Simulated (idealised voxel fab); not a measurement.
Module name: voxel tone inversion (process module)
Each square cell in cross-section cut measures 5 nm, and the section as a whole is 285 nm wide.
A cross-section is a grid of square cells, given in bands from the top down. A band is one or more rows of cells.
Read a band's entry like this: the first values are the height of its top and the height of its bottom in nm, and what follows is the sequence of materials from left to right, each with its width in nm. Note that "blank" is empty space, and that a single material marked "everywhere" reaches across the band from edge to edge.
Counting heights begins at 0, where everything beneath is, in the wafer as received, one material. The lowest band has no bottom; it goes on downwards, as "top 0, no bottom" shows.
Read "30->40" as a graded width: first number on top, second number at the bottom, same change between each pair of neighbouring rows.
"no change" for a step: no cell of the cross-section changed in that step.
Under "Non-vented voids" you'll find the enclosed gaps, the ones with no way out to the top, that are 8 cells or bigger; each reads width x height at distance, with distance counted from the left edge, everything in nm.
Where a step's line continues beyond its settings, the continuation is a remark by the simulator itself on that step.
overlay nm: for a step with a mask, the amount by which the mask lay right of where it was planned; a negative amount means left of it.
Plan
1 RECEIVE,material Si
2 CONFORMAL_DEP,material SiCN,thk nm 5
3 DIRECTIONAL_DEP,material aC,thk nm 20
4 PATTERN,tone cover,mask id POSTS,material resist,width nm 25,pitch nm 50,thk nm 30,overlay nm 0
5 DIRECTIONAL_ETCH,etch materials aC,depth nm 20
6 STRIP,etch materials resist
7 FILL_DEP,material lowk,thk nm 10
8 CMP,height nm 25
9 STRIP,etch materials aC
10 CONFORMAL_DEP,material TiN,thk nm 5
11 FILL_DEP,material Ru,thk nm 10
12 CMP,height nm 25
13 CONFORMAL_DEP,material SiCN,thk nm 5
The thk nm used in step 13 is not the same on every wafer, whereas the starting condition is; the value printed in the plan is the first wafer's.
The first of several wafers, as received after step 1, seen in section
- top 0, no bottom | Si everywhere
- Non-vented voids: none
Gained (+) or lost (-) cells of each material since receipt, then closed voids: one row per wafer, at the end of the module
thk nm 5 | +27 Ru | +114 SiCN | +33 TiN | +168 lowk | Non-vented voids: none
thk nm 10 | +27 Ru | +171 SiCN | +33 TiN | +168 lowk | Non-vented voids: none
thk nm 15 | +27 Ru | +228 SiCN | +33 TiN | +168 lowk | Non-vented voids: none
thk nm 20 | +27 Ru | +285 SiCN | +33 TiN | +168 lowk | Non-vented voids: none
